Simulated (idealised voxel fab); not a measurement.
process module | voxel released beams
cross-section cut | 150 nm wide | cells 5 nm
A cross-section is a grid of square cells, given in bands from the top down. A band is one or more rows of cells.
Each band's line starts with the height of the band's top and of its bottom, in nm. Then come its materials from left to right, each with its width in nm. One material with "throughout" fills the band from edge to edge. "air" is empty space.
Height 0 is the level under which the wafer as received is all one material. The lowest band goes on downwards, as in "0 down".
A width such as "30 to 40" changes by the same amount from each row of cells to the next, from the band's top row to its bottom row.
"no change" after a step means that no cell of the cross-section changed.
closed voids: empty space of 8 cells or more with no open way to the top, each as width x height at its distance from the left edge, in nm
after a step's settings: what the simulator itself notes on the step
overlay nm, on a step with a mask: how far to the right of its planned place the mask lay; to the left if negative
plan
1 op RECEIVE | material Si
2 op CONFORMAL_DEP | material Al2O3 | thk nm 5
3 op DIRECTIONAL_DEP | material SiO2 | thk nm 10
4 op PATTERN | tone open | mask id ANCHOR | material resist | width nm 25 | thk nm 20 | overlay nm 0
5 op DIRECTIONAL_ETCH | etch materials SiO2 | depth nm 10
6 op STRIP | etch materials resist
7 op CONFORMAL_DEP | material SiN | thk nm 10
8 op PATTERN | tone cover | mask id BEAM | material resist | width nm 110 | thk nm 15 | overlay nm 0
9 op DIRECTIONAL_ETCH | etch materials SiN | depth nm 10
10 op STRIP | etch materials resist
11 op STRIP | etch materials SiO2
as received, after step 1
  0 down: Si throughout
  closed voids: none
first wafer at the end, as planned
  25 to 15: air 15 | SiN 15 | air 5 | SiN 90 | air 25
  15 to 5: air 20 | SiN 25 | air 105
  5 to 0: Al2O3 throughout
  0 down: Si throughout
  closed voids: none
second wafer at the end: like start, like plan, one mistake
  25 to 15: air 15 | SiN 15 | air 5 | SiN 95 | air 20
  15 to 5: air 20 | SiN 25 | air 105
  5 to 0: Al2O3 throughout
  0 down: Si throughout
  closed voids: none
what went wrong: step 8 ran as: op PATTERN | tone cover | mask id BEAM | material resist | width nm 115 | thk nm 15 | overlay nm 0
at the end the second wafer has, in cells: 2 more of SiN
